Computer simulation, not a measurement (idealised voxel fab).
process module | voxel self aligned vias
cross-section cut | 210 nm wide | cells 5 nm
A cross-section is a grid of square cells, given in bands from the top down. A band is one or more rows of cells.
Each band's line starts with the height of the band's top and of its bottom, in nm. Then come its materials from left to right, each with its width in nm. One material with "throughout" fills the band from edge to edge. "air" is empty space.
Height 0 is the level under which the wafer as received is all one material. The lowest band goes on downwards, as in "0 down".
A width such as "30 to 40" changes by the same amount from each row of cells to the next, from the band's top row to its bottom row.
"no change" after a step means that no cell of the cross-section changed.
closed voids: empty space of 8 cells or more with no open way to the top, each as width x height at its distance from the left edge, in nm
after a step's settings: what the simulator itself notes on the step
overlay nm, on a step with a mask: how far to the right of its planned place the mask lay; to the left if negative
plan
1 op RECEIVE | material Si
2 op CONFORMAL_DEP | material SiO2 | thk nm 10
3 op CONFORMAL_DEP | material SiCN | thk nm 5
4 op DIRECTIONAL_DEP | material lowk | thk nm 25
5 op MASKED_ETCH | tone open | mask id LINES | width nm 30 | pitch nm 60 | etch materials lowk | depth nm 25 | overlay nm 0
6 op CONFORMAL_DEP | material TiN | thk nm 5
7 op FILL_DEP | material W | thk nm 10
8 op CMP | height nm 40
9 op SELECTIVE_ETCH | etch materials W Ru TiN | depth nm 10
10 op FILL_DEP | material SiN | thk nm 10
11 op CMP | height nm 40
12 op DIRECTIONAL_DEP | material lowk | thk nm 20
13 op MASKED_ETCH | tone open | mask id VIAS | width nm 40 | pitch nm 60 | etch materials lowk | depth nm 20 | overlay nm 0
14 op MASKED_ETCH | tone open | mask id VIAS | width nm 40 | pitch nm 60 | etch materials SiN | depth nm 10 | overlay nm 0
15 op CONFORMAL_DEP | material TiN | thk nm 5
16 op FILL_DEP | material Ru | thk nm 5
17 op CMP | height nm 60
18 op CONFORMAL_DEP | material SiN | thk nm 5
first wafer, as planned
as received, after step 1
  0 down: Si throughout
  closed voids: none
after step 2
  10 to 0: SiO2 throughout
  below 0: unchanged
after step 3
  15 to 10: SiCN throughout
  below 10: unchanged
after step 4
  40 to 15: lowk throughout
  below 15: unchanged
after step 5
  40 to 15: lowk 30 | air 30 | lowk 30 | air 30 | lowk 30 | air 30 | lowk 30
  below 15: unchanged
after step 6
  45 to 40: TiN 35 | air 20 | TiN 40 | air 20 | TiN 40 | air 20 | TiN 35
  40 to 20: lowk 30 | TiN 5 | air 20 | TiN 5 | lowk 30 | TiN 5 | air 20 | TiN 5 | lowk 30 | TiN 5 | air 20 | TiN 5 | lowk 30
  20 to 15: lowk 30 | TiN 30 | lowk 30 | TiN 30 | lowk 30 | TiN 30 | lowk 30
  below 15: unchanged
after step 7
  55 to 45: W throughout
  45 to 40: TiN 35 | W 20 | TiN 40 | W 20 | TiN 40 | W 20 | TiN 35
  40 to 20: lowk 30 | TiN 5 | W 20 | TiN 5 | lowk 30 | TiN 5 | W 20 | TiN 5 | lowk 30 | TiN 5 | W 20 | TiN 5 | lowk 30
  below 20: unchanged
after step 8
  40 to 20: lowk 30 | TiN 5 | W 20 | TiN 5 | lowk 30 | TiN 5 | W 20 | TiN 5 | lowk 30 | TiN 5 | W 20 | TiN 5 | lowk 30
  below 20: unchanged
after step 9
  40 to 30: lowk 30 | air 30 | lowk 30 | air 30 | lowk 30 | air 30 | lowk 30
  below 30: unchanged
after step 10
  50 to 40: SiN throughout
  40 to 30: lowk 30 | SiN 30 | lowk 30 | SiN 30 | lowk 30 | SiN 30 | lowk 30
  below 30: unchanged
after step 11
  40 to 30: lowk 30 | SiN 30 | lowk 30 | SiN 30 | lowk 30 | SiN 30 | lowk 30
  below 30: unchanged
after step 12
  60 to 40: lowk throughout
  below 40: unchanged
after step 13
  60 to 40: lowk 25 | air 40 | lowk 20 | air 40 | lowk 20 | air 40 | lowk 25
  below 40: unchanged
after step 14
  60 to 40: lowk 25 | air 40 | lowk 20 | air 40 | lowk 20 | air 40 | lowk 25
  40 to 30: lowk 30 | air 30 | lowk 30 | air 30 | lowk 30 | air 30 | lowk 30
  below 30: unchanged
after step 15
  65 to 60: TiN 30 | air 30 | TiN 30 | air 30 | TiN 30 | air 30 | TiN 30
  60 to 45: lowk 25 | TiN 5 | air 30 | TiN 5 | lowk 20 | TiN 5 | air 30 | TiN 5 | lowk 20 | TiN 5 | air 30 | TiN 5 | lowk 25
  45 to 35: lowk 25 to 30 | TiN 10 to 5 | air 20 | TiN 10 to 5 | lowk 20 to 30 | TiN 10 to 5 | air 20 | TiN 10 to 5 | lowk 20 to 30 | TiN 10 to 5 | air 20 | TiN 10 to 5 | lowk 25 to 30
  35 to 30: lowk 30 | TiN 30 | lowk 30 | TiN 30 | lowk 30 | TiN 30 | lowk 30
  below 30: unchanged
after step 16
  70 to 65: Ru throughout
  65 to 60: TiN 30 | Ru 30 | TiN 30 | Ru 30 | TiN 30 | Ru 30 | TiN 30
  60 to 45: lowk 25 | TiN 5 | Ru 30 | TiN 5 | lowk 20 | TiN 5 | Ru 30 | TiN 5 | lowk 20 | TiN 5 | Ru 30 | TiN 5 | lowk 25
  45 to 35: lowk 25 to 30 | TiN 10 to 5 | Ru 20 | TiN 10 to 5 | lowk 20 to 30 | TiN 10 to 5 | Ru 20 | TiN 10 to 5 | lowk 20 to 30 | TiN 10 to 5 | Ru 20 | TiN 10 to 5 | lowk 25 to 30
  below 35: unchanged
after step 17
  60 to 45: lowk 25 | TiN 5 | Ru 30 | TiN 5 | lowk 20 | TiN 5 | Ru 30 | TiN 5 | lowk 20 | TiN 5 | Ru 30 | TiN 5 | lowk 25
  below 45: unchanged
after step 18
  65 to 60: SiN throughout
  below 60: unchanged
second wafer: like start, like plan, one mistake. Through step 12 it matches the first wafer
when step 13 should have ended
  60 to 40: lowk 25 | air 40 | lowk 20 | air 40 | lowk 20 | air 40 | lowk 25
  40 to 30: lowk 25 | air 5 | SiN 30 | air 5 | lowk 20 | air 5 | SiN 30 | air 5 | lowk 20 | air 5 | SiN 30 | air 5 | lowk 25
  30 to 20: lowk 25 | air 5 | TiN 5 | W 20 | TiN 5 | air 5 | lowk 20 | air 5 | TiN 5 | W 20 | TiN 5 | air 5 | lowk 20 | air 5 | TiN 5 | W 20 | TiN 5 | air 5 | lowk 25
  below 20: unchanged
when step 14 should have ended
  60 to 30: lowk 25 | air 40 | lowk 20 | air 40 | lowk 20 | air 40 | lowk 25
  below 30: unchanged
when step 15 should have ended
  65 to 60: TiN 30 | air 30 | TiN 30 | air 30 | TiN 30 | air 30 | TiN 30
  60 to 35: lowk 25 | TiN 5 | air 30 | TiN 5 | lowk 20 | TiN 5 | air 30 | TiN 5 | lowk 20 | TiN 5 | air 30 | TiN 5 | lowk 25
  35 to 30: lowk 25 | TiN 40 | lowk 20 | TiN 40 | lowk 20 | TiN 40 | lowk 25
  30 to 20: lowk 25 | TiN 10 | W 20 | TiN 10 | lowk 20 | TiN 10 | W 20 | TiN 10 | lowk 20 | TiN 10 | W 20 | TiN 10 | lowk 25
  below 20: unchanged
when step 16 should have ended
  70 to 65: Ru throughout
  65 to 60: TiN 30 | Ru 30 | TiN 30 | Ru 30 | TiN 30 | Ru 30 | TiN 30
  60 to 35: lowk 25 | TiN 5 | Ru 30 | TiN 5 | lowk 20 | TiN 5 | Ru 30 | TiN 5 | lowk 20 | TiN 5 | Ru 30 | TiN 5 | lowk 25
  below 35: unchanged
when step 17 should have ended
  60 to 35: lowk 25 | TiN 5 | Ru 30 | TiN 5 | lowk 20 | TiN 5 | Ru 30 | TiN 5 | lowk 20 | TiN 5 | Ru 30 | TiN 5 | lowk 25
  below 35: unchanged
when step 18 should have ended
  65 to 60: SiN throughout
  below 60: unchanged
what went wrong: step 13 was run twice
at the end the second wafer has, in cells: 12 more of Ru | 12 more of TiN | 24 fewer of lowk
